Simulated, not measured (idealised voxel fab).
You're looking at the process module voxel ribs on slabs.
Shown is cross-section cut, with a width of 230 nm and square cells of size 5 nm.
Square cells in a grid make up a cross-section in this document, and the grid is given as bands, listed from the top down, each one or more rows of cells.
Top height, bottom height, nm. Materials left to right, width each, nm. Single material + "throughout" = fills band edge to edge. "air" = empty.
Ref level 0: as-received wafer is one material below here. Bottom band extends down with no lower bound ("0 nm and below").
Top row gets the first number, bottom row gets the second, and each row in between changes by the same step: that is how a band width like "30->40" works.
Given "everything unchanged" for a step, no cell of the cross-section differs between before and after that step.
In the "Closed voids list" entry, you get each enclosed empty space of 8 cells or more, one with no open way to the top, written width x height at distance, distance from the left edge, in nm.
On each step's line, the part that comes after the settings is the simulator's own comment on the step.
"overlay nm", when on a step's line for a step with a mask, measures how far to the right of its planned place the mask lay; a negative measure means to the left.
So the way this works: pairs, before and after one process step. The after picture only goes down to the lowest band that actually changed, nothing below. Step and its settings are under each pair. And watch out, pairs might come from different runs of this module, same starting wafer though, so a pair only follows on from the one above if its "Incoming structure" entry tells you so.

Incoming structure
75 nm to 60 nm | air 95 nm  resist 35 nm  air 100 nm
60 nm to 50 nm | air 95 nm  TiN 35 nm  air 100 nm
50 nm to 40 nm | SiO2 throughout
40 nm to 30 nm | SiO2 95 nm  polySi 25 nm  SiO2 110 nm
30 nm to 25 nm | SiO2 70 nm  polySi 85 nm  SiO2 75 nm
25 nm to 0 nm | SiO2 throughout
0 nm and below | Si throughout
Closed voids list: none

Sectional Result
60 nm to 50 nm | air 95 nm  TiN 35 nm  air 100 nm
Anything lower than 50 is untouched.
Closed voids list: none
It is this step that lies between the two cross-sections above: STRIP | etch materials resist

Incoming structure: Please consult the pair immediately above; the cross-section it shows after its step is the state before this step.

Sectional Result
70 nm to 60 nm | air 85 nm  SiN 55 nm  air 90 nm
60 nm to 50 nm | SiN 95 nm  TiN 35 nm  SiN 100 nm
Anything lower than 50 is untouched.
Closed voids list: none
It is this step that lies between the two cross-sections above: CONFORMAL_DEP | material SiN | thk nm 10

Incoming structure
50 nm to 40 nm | SiO2 throughout
40 nm to 30 nm | SiO2 100 nm  polySi 25 nm  SiO2 105 nm
30 nm to 25 nm | SiO2 70 nm  polySi 85 nm  SiO2 75 nm
25 nm to 0 nm | SiO2 throughout
0 nm and below | Si throughout
Closed voids list: none

Sectional Result
60 nm to 50 nm | polySi throughout
Anything lower than 50 is untouched.
Closed voids list: none
It is this step that lies between the two cross-sections above: DIRECTIONAL_DEP | material polySi | thk nm 10

Incoming structure: Please consult the pair immediately above; the cross-section it shows after its step is the state before this step.

Sectional Result
75 nm to 60 nm | air 95 nm  resist 35 nm  air 100 nm
Anything lower than 60 is untouched.
Closed voids list: none
It is this step that lies between the two cross-sections above: PATTERN | tone cover | mask id HEATER | material resist | width nm 35 | thk nm 15 | overlay nm 0

Incoming structure: Please consult the pair immediately above; the cross-section it shows after its step is the state before this step.

Sectional Result
60 nm to 50 nm | polySi throughout
Anything lower than 50 is untouched.
Closed voids list: none
It is this step that lies between the two cross-sections above: STRIP | etch materials resist

Incoming structure: Please consult the pair immediately above; the cross-section it shows after its step is the state before this step.

Sectional Result
70 nm to 60 nm | SiN throughout
Anything lower than 60 is untouched.
Closed voids list: none
It is this step that lies between the two cross-sections above: CONFORMAL_DEP | material SiN | thk nm 10

Incoming structure
60 nm to 50 nm | TiN throughout
50 nm to 40 nm | SiO2 throughout
40 nm to 30 nm | SiO2 100 nm  polySi 25 nm  SiO2 105 nm
30 nm to 25 nm | SiO2 70 nm  polySi 85 nm  SiO2 75 nm
25 nm to 0 nm | SiO2 throughout
0 nm and below | Si throughout
Closed voids list: none

Sectional Result
75 nm to 60 nm | resist 95 nm  air 35 nm  resist 100 nm
Anything lower than 60 is untouched.
Closed voids list: none
It is this step that lies between the two cross-sections above: PATTERN | tone open | mask id HEATER | material resist | width nm 35 | thk nm 15 | overlay nm 0

Incoming structure: Please consult the pair immediately above; the cross-section it shows after its step is the state before this step.

Sectional Result
75 nm to 60 nm | resist 95 nm  air 35 nm  resist 100 nm
60 nm to 50 nm | TiN 95 nm  air 35 nm  TiN 100 nm
Anything lower than 50 is untouched.
Closed voids list: none
It is this step that lies between the two cross-sections above: DIRECTIONAL_ETCH | etch materials TiN | depth nm 10

Incoming structure: Please consult the pair immediately above; the cross-section it shows after its step is the state before this step.

Sectional Result
60 nm to 50 nm | TiN 95 nm  air 35 nm  TiN 100 nm
Anything lower than 50 is untouched.
Closed voids list: none
It is this step that lies between the two cross-sections above: STRIP | etch materials resist

Incoming structure: Please consult the pair immediately above; the cross-section it shows after its step is the state before this step.

Sectional Result
70 nm to 60 nm | SiN 105 nm  air 15 nm  SiN 110 nm
60 nm to 50 nm | TiN 95 nm  SiN 35 nm  TiN 100 nm
Anything lower than 50 is untouched.
Closed voids list: none
It is this step that lies between the two cross-sections above: CONFORMAL_DEP | material SiN | thk nm 10
